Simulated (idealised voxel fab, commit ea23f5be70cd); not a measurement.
voxel wiring stack: a process module
The cross-section on display is named cut; it measures 205 nm wide, and its cells are 5 nm squares.
For the purposes of this document, a cross-section shall be understood as a grid of square cells, specified as bands listed in top-to-bottom order, each band consisting of one or more rows of cells.
Read a band's entry like this: the first values are the height of its top and the height of its bottom in nm, and what follows is the sequence of materials from left to right, each with its width in nm. Note that "empty" is empty space, and that a single material marked "throughout" reaches across the band from edge to edge.
Where do heights start? At 0: under that level the wafer as delivered is made of one material only. And the lowest band has no floor; it just carries on downward, as in "z 0 and below".
The width entry "30..40" should be interpreted row by row: the top row of cells in the band takes the first number, the bottom row takes the second number, and the change between adjacent rows is uniform throughout.
When a step is marked "left unchanged", none of the cells in the cross-section changed during that step.
Heads up: "Closed cavities" only lists the empty pockets with no open path to the top that are 8 cells or more, and it writes them as width x height at distance, distance from the left edge, in nm.
Note: text after step settings on the step line = simulator remark on that step.
Regarding "overlay nm": on a step with a mask, it is the distance the mask lay to the right of its planned place; a negative value places it to the left.

### Intended process steps
1,RECEIVE with material Si
2,CONFORMAL_DEP with material SiO2, thk nm 15
3,DIRECTIONAL_DEP with material TiN, thk nm 5
4,DIRECTIONAL_DEP with material W, thk nm 25
5,PATTERN with tone cover, mask id METAL_1, material resist, width nm 30, pitch nm 55, thk nm 15, overlay nm 0
6,DIRECTIONAL_ETCH with etch materials W, depth nm 25
7,DIRECTIONAL_ETCH with etch materials TiN, depth nm 5
8,STRIP with etch materials resist
9,FILL_DEP with material lowk, thk nm 5
10,CMP with height nm 45
11,CONFORMAL_DEP with material SiCN, thk nm 5
12,DIRECTIONAL_DEP with material SiO2, thk nm 20
13,DIRECTIONAL_DEP with material aC, thk nm 10
14,PATTERN with tone open, mask id PLUG_1, material resist, width nm 15, pitch nm 110, thk nm 30, overlay nm 0
15,DIRECTIONAL_ETCH with etch materials aC, depth nm 10
16,STRIP with etch materials resist
17,DIRECTIONAL_ETCH with etch materials SiO2, depth nm 20
18,DIRECTIONAL_ETCH with etch materials SiCN, depth nm 5
19,STRIP with etch materials aC
20,CONFORMAL_DEP with material TiN, thk nm 5
21,FILL_DEP with material W, thk nm 5
22,CMP with height nm 70
23,DIRECTIONAL_DEP with material TiN, thk nm 5
24,DIRECTIONAL_DEP with material W, thk nm 15
25,PATTERN with tone cover, mask id METAL_2, material resist, width nm 20, pitch nm 55, thk nm 20, overlay nm 0
26,DIRECTIONAL_ETCH with etch materials W, depth nm 15
27,DIRECTIONAL_ETCH with etch materials TiN, depth nm 5
28,STRIP with etch materials resist
29,FILL_DEP with material SiO2, thk nm 10
30,CMP with height nm 90
31,CONFORMAL_DEP with material SiCN, thk nm 5
32,DIRECTIONAL_DEP with material lowk, thk nm 30
33,PATTERN with tone open, mask id METAL_3_HOLES, material resist, width nm 15, pitch nm 55, thk nm 20, overlay nm 0
34,DIRECTIONAL_ETCH with etch materials lowk, depth nm 30
35,STRIP with etch materials resist
36,MASKED_ETCH with tone open, mask id METAL_3, width nm 30, pitch nm 55, etch materials lowk, depth nm 15, overlay nm 0
37,MASKED_ETCH with tone open, mask id METAL_3, width nm 30, pitch nm 55, etch materials SiCN, depth nm 5, overlay nm 0
38,CONFORMAL_DEP with material TiN, thk nm 5
39,FILL_DEP with material Ru, thk nm 10
40,CMP with height nm 125
41,CONFORMAL_DEP with material SiN, thk nm 5
It is noted that the wafers described herein are identical at the outset and are distinguished by the width nm of step 25; the value stated in the plan corresponds to the first wafer.

### Received wafers, first of several: cross-section after step 1
> z 0 and below | Si throughout
> Closed cavities: none

### End of module, by wafer: material-by-material cell gain (+) or loss (-) since receipt, then closed voids
width nm 20; +36 Ru; +67 SiCN; +41 SiN; +379 SiO2; +106 TiN; +134 W; +303 lowk; Closed cavities: none
width nm 25; +36 Ru; +67 SiCN; +41 SiN; +367 SiO2; +109 TiN; +143 W; +303 lowk; Closed cavities: none
width nm 30; +36 Ru; +67 SiCN; +41 SiN; +355 SiO2; +112 TiN; +152 W; +303 lowk; Closed cavities: none
width nm 35; +36 Ru; +67 SiCN; +41 SiN; +343 SiO2; +115 TiN; +161 W; +303 lowk; Closed cavities: none
width nm 40; +36 Ru; +67 SiCN; +41 SiN; +331 SiO2; +118 TiN; +170 W; +303 lowk; Closed cavities: none
